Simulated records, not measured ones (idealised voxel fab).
This section sets out a process module, namely voxel gate over fins.
Cross-section cut: width 145 nm, square cells of 5 nm.
If you're reading a cross-section in this doc, picture square cells in a grid; it comes to you as bands, top ones listed first down to the bottom, and a band can be one or more rows of cells.
Each band's line starts with the height of the band's top and of its bottom, in nm. Then come its materials from left to right, each with its width in nm. One material with "throughout" fills the band from edge to edge. "empty" is empty space.
Height datum 0, below which the as-received substrate wafer is one material. Lowest band open at the bottom, running downward: "0 down".
Width spec "30 to 40" -> top row of cells at first value, bottom row at second value, equal per-row change in between.
"no alterations made" (step): cross-section cells unchanged, all of them.
Enclosed voids (no open way to top), threshold 8 cells or more, entry "Closed cavities", notation width x height at distance, distance from left edge, nm.
Formally, on a step line, whatever follows the settings is a remark that the simulator itself makes on the step.
"overlay nm" answers the question of how far to the right of plan the mask lay on a step that has a mask, and when it is negative the answer is to the left.
### plan
- 1: RECEIVE: material Si
- 2: CONFORMAL_DEP: material SiN, thk nm 5
- 3: PATTERN: tone cover, mask id FINS, material resist, width nm 15, pitch nm 35, thk nm 20, overlay nm 0
- 4: DIRECTIONAL_ETCH: etch materials SiN, depth nm 5
- 5: DIRECTIONAL_ETCH: etch materials Si, depth nm 30
- 6: STRIP: etch materials resist
- 7: OXIDIZE: depth nm 5
- 8: FILL_DEP: material SiO2, thk nm 15
- 9: CMP: height nm 5
- 10: SELECTIVE_ETCH: etch materials SiO2, depth nm 15
- 11: STRIP: etch materials SiN
- 12: CONFORMAL_DEP: material HfO2, thk nm 5
- 13: CONFORMAL_DEP: material TiN, thk nm 5
- 14: FILL_DEP: material W, thk nm 15
- 15: CMP: height nm 20
- 16: CONFORMAL_DEP: material SiN, thk nm 5
### So this is the incoming wafer in cross-section - it's already been through step 1
> 0 down | Si throughout
> Closed cavities: none
### Below is the wafer in cross-section after the module was completed. It began from the starting point shown above and followed the plan shown above, except that one mistake was made while running it
> 25 to 20 | SiN throughout
> 20 to 10 | W throughout
> 10 to 5 | W (25); TiN (30); W (5); TiN (30); W (5); TiN (30); W (20)
> 5 to 0 | W (25); TiN (5); HfO2 (20); TiN (5); W (5); TiN (5); HfO2 (20); TiN (5); W (5); TiN (5); HfO2 (20); TiN (5); W (20)
> 0 to -5 | TiN (30); HfO2 (5); Si (10); HfO2 (5); TiN (15); HfO2 (5); Si (10); HfO2 (5); TiN (15); HfO2 (5); Si (10); HfO2 (5); TiN (25)
> -5 to -10 | HfO2 (35); Si (10); HfO2 (25); Si (10); HfO2 (25); Si (10); HfO2 (30)
> -10 to -35 | SiO2 (35); Si (10); SiO2 (25); Si (10); SiO2 (25); Si (10); SiO2 (30)
> -35 down | Si throughout
> Closed cavities: none
what went wrong: not per plan at step 3, really ran PATTERN: tone cover, mask id FINS, material resist, width nm 20, pitch nm 35, thk nm 20, overlay nm 0
